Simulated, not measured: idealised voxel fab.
This is a process module. Its name is voxel self aligned contacts.
It is cross-section cut that appears here, measuring 270 nm in width, its square cells being 5 nm in size.
When this document writes out a cross-section, it uses a grid of square cells and lists it as bands, beginning at the top and moving down, with a band standing for one or more rows of cells.
Within each band entry, the heights of the top and of the bottom of the band appear first, in that order and in nm; the materials of the band then follow from left to right, each with its corresponding width in nm. The designation "everywhere" on a single material indicates that it fills the band from edge to edge; the designation "air" indicates empty space.
For the purposes of this specification, 0 denotes the height below which the wafer in its as-received condition is composed wholly of one material, and the lowermost band, lacking a lower limit, extends downward without end, as expressed in "0..down".
Read "30->40" as a graded width: first number on top, second number at the bottom, same change between each pair of neighbouring rows.
Where a step carries "same as before", the cross-section came out of it unchanged, cell for cell.
Reported under the label "Unvented cavities" are the empty spaces having no open way to the top and comprising 8 cells or more; the notation for each is width x height at distance, in which the distance is measured from the left edge and all three values are in nm.
It should be noted that, on the line of a given step, the content following the step's settings is a remark produced by the simulator itself with respect to that step.
"overlay nm" on a masked step: distance the mask lay right of its planned place, negative for left.

Below is the list of planned process steps
1. RECEIVE: material Si
2. CONFORMAL_DEP: material SiO2, thk nm 5
3. DIRECTIONAL_DEP: material polySi, thk nm 30
4. DIRECTIONAL_DEP: material SiN, thk nm 15
5. MASKED_ETCH: tone cover, mask id GATE, width nm 25, pitch nm 55, etch materials SiN, depth nm 15, overlay nm 0
6. MASKED_ETCH: tone cover, mask id GATE, width nm 25, pitch nm 55, etch materials polySi, depth nm 30, overlay nm 0
7. CONFORMAL_DEP: material SiN, thk nm 5
8. DIRECTIONAL_ETCH: etch materials SiN, depth nm 5
9. FILL_DEP: material SiO2, thk nm 10
10. CMP: height nm 55
11. DIRECTIONAL_DEP: material aC, thk nm 15
12. PATTERN: tone open, mask id CONTACT, material resist, width nm 40, thk nm 30, overlay nm 0
13. DIRECTIONAL_ETCH: etch materials aC, depth nm 15
14. STRIP: etch materials resist
15. DIRECTIONAL_ETCH: etch materials SiO2, depth nm 55
16. STRIP: etch materials aC
17. CONFORMAL_DEP: material TiN, thk nm 5
18. FILL_DEP: material W, thk nm 10
19. CMP: height nm 55
20. CONFORMAL_DEP: material SiN, thk nm 5

Cross-section of the wafer upon arrival, representing the state reached after step 1
> 0..down: Si everywhere
> Unvented cavities: none

The plan above was carried out on the starting structure above with one mistake, and this cross-section shows the wafer at the end of the module
> 60..55: SiN everywhere
> 55..45: SiO2 (90); SiN (35); TiN (5); W (10); TiN (5); SiN (35); SiO2 (90)
> 45..15: SiO2 (90); SiN (5); polySi (25); SiN (5); TiN (5); W (10); TiN (5); SiN (5); polySi (25); SiN (5); SiO2 (90)
> 15..5: SiO2 (125); TiN (5); W (10); TiN (5); SiO2 (125)
> 5..0: SiO2 (125); TiN (20); SiO2 (125)
> 0..down: Si everywhere
> Unvented cavities: none
Nonconformance to the process plan: step 2 deviated from plan and actually ran as CONFORMAL_DEP: material SiO2, thk nm 15
